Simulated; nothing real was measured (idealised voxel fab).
voxel ribs on slabs: a process module
Each square cell in cross-section cut measures 5 nm, and the section as a whole is 220 nm wide.
Cross-section spec: square-cell grid; bands listed top down; each band is one or more rows. It is stipulated that each band's entry specify, in nanometres, the height of the top of the band and then that of its bottom, followed by the materials of the band in left-to-right sequence, each together with its width in nanometres. A single material marked by the word "throughout" is understood to fill the band from edge to edge; the word "empty" is understood to denote empty space. Where do heights start? At 0: under that level the wafer as delivered is made of one material only. And the lowest band has no floor; it just carries on downward, as in "from 0 down". A two-number width, for instance "30 to 40", indicates that the width is equal to the first number in the top row of the band and to the second number in the bottom row, and that it changes by a constant amount per row of cells. "stayed the same" after a step means that no cell of the cross-section changed. Closed empty spaces (no open way to the top) of 8 cells or more are what "Sealed void inventory" lists, each as width x height at distance from the left edge, nm for all three. Post-settings text on a step line: simulator's own remark regarding the step. overlay nm: right-of-plan distance of the mask on a masked step; negative values mean left-of-plan.

These are the steps we planned for the process
- 1: RECEIVE (material Si)
- 2: DIRECTIONAL_DEP (material SiO2; thk nm 30)
- 3: DIRECTIONAL_DEP (material polySi; thk nm 15)
- 4: MASKED_ETCH (tone cover; mask id RIB; width nm 15; etch materials polySi; depth nm 10; overlay nm 0)
- 5: MASKED_ETCH (tone cover; mask id SLAB; width nm 65; etch materials polySi; depth nm 5; overlay nm 0)
- 6: FILL_DEP (material SiO2; thk nm 25)
- 7: CMP (height nm 65)
- 8: DIRECTIONAL_DEP (material TiN; thk nm 10)
- 9: PATTERN (tone cover; mask id HEATER; material resist; width nm 25; thk nm 20; overlay nm 0)
- 10: DIRECTIONAL_ETCH (etch materials TiN; depth nm 10)
- 11: STRIP (etch materials resist)
- 12: CONFORMAL_DEP (material SiO2; thk nm 5)

Here's what the wafer looked like in cross-section when it arrived - that's after step 1
from 0 down: Si throughout
Sealed void inventory: none

One mistake in running the module, otherwise start and plan as above: cross-section at the end
from 80 to 75: empty 90 nm / SiO2 35 nm / empty 95 nm
from 75 to 70: empty 90 nm / SiO2 5 nm / TiN 25 nm / SiO2 5 nm / empty 95 nm
from 70 to 65: SiO2 95 nm / TiN 25 nm / SiO2 100 nm
from 65 to 60: SiO2 75 nm / polySi 65 nm / SiO2 80 nm
from 60 to 0: SiO2 throughout
from 0 down: Si throughout
Sealed void inventory: none
In executing the process, a mistake was made relative to the plan: the plan's step 2 ran twice
